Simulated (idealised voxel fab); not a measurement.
Process module heading - voxel released beams
The cross-section shown here is cut; it is 220 nm wide and divided into square cells measuring 5 nm on a side.
Cross-section format: a grid of square cells, given as bands from top to bottom; each band is one or more rows of cells.
In this notation a band is specified by the heights of its top and bottom, in that order and in nm, after which its materials appear from left to right, each paired with its width in nm. The word "full width" attached to a single material means that material fills the band from edge to edge; the word "empty" stands for empty space.
Heights are reckoned from 0. Under this level, the received wafer is all of one material. The bottommost band is open-ended downward, for example "z 0 and below".
Quick explanation for "30 to 40": the width changes in equal steps down the rows of cells, from the first number in the band's top row to the second number in its bottom row.
Key: "no modifications" - step with no changed cell in the cross-section.
So "Closed cavity list" is basically the list of trapped voids: any empty space of 8 cells or more that can't reach the top through an opening. They're written width x height at distance, the distance being from the left edge, and it's all nm.
Past the settings on a step's line: simulator remark, on that step.
The "overlay nm" setting may appear on a step's line; for a step that uses a mask, it gives how far to the right of its planned position the mask lay, and a negative value indicates the left.

**Process steps foreseen in the plan**
step 1: RECEIVE (material Si)
step 2: CONFORMAL_DEP (material SiN; thk nm 5)
step 3: DIRECTIONAL_DEP (material SiO2; thk nm 15)
step 4: DIRECTIONAL_DEP (material aC; thk nm 15)
step 5: PATTERN (tone open; mask id ANCHOR; material resist; width nm 30; thk nm 30; overlay nm 0)
step 6: DIRECTIONAL_ETCH (etch materials aC; depth nm 15)
step 7: STRIP (etch materials resist)
step 8: DIRECTIONAL_ETCH (etch materials SiO2; depth nm 15)
step 9: STRIP (etch materials aC)
step 10: CONFORMAL_DEP (material W; thk nm 10)
step 11: DIRECTIONAL_DEP (material aC; thk nm 10)
step 12: PATTERN (tone cover; mask id BEAM; material resist; width nm 105; thk nm 25; overlay nm 0)
step 13: DIRECTIONAL_ETCH (etch materials aC; depth nm 10)
step 14: STRIP (etch materials resist)
step 15: DIRECTIONAL_ETCH (etch materials W; depth nm 10)
step 16: STRIP (etch materials aC)
step 17: STRIP (etch materials SiO2)

**Step 1 complete: cross-section of the wafer as received**
z 0 and below  Si full width
Closed cavity list: none

**Run as planned - first of the two wafers cross-sectioned at the end of the module**
z 30 to 20  empty=55 | W=15 | empty=10 | W=80 | empty=60
z 20 to 15  empty=60 | W=10 | empty=10 | W=10 | empty=130
z 15 to 5  empty=60 | W=30 | empty=130
z 5 to 0  SiN full width
z 0 and below  Si full width
Closed cavity list: none

**Cross-section of the latter of the two wafers at module completion. It had an identical start and an identical plan to the former; in running it, one mistake was made**
z 25 to 15  empty=55 | W=15 | empty=10 | W=80 | empty=60
z 15 to 10  empty=60 | W=10 | empty=10 | W=10 | empty=130
z 10 to 0  empty=60 | W=30 | empty=130
z 0 and below  Si full width
Closed cavity list: none
Here's what went sideways: it should be noted that step 2 of the plan was omitted and was not performed
Per the end-of-run cell counts, the second wafer holds more or fewer of some materials than the first: SiN -44
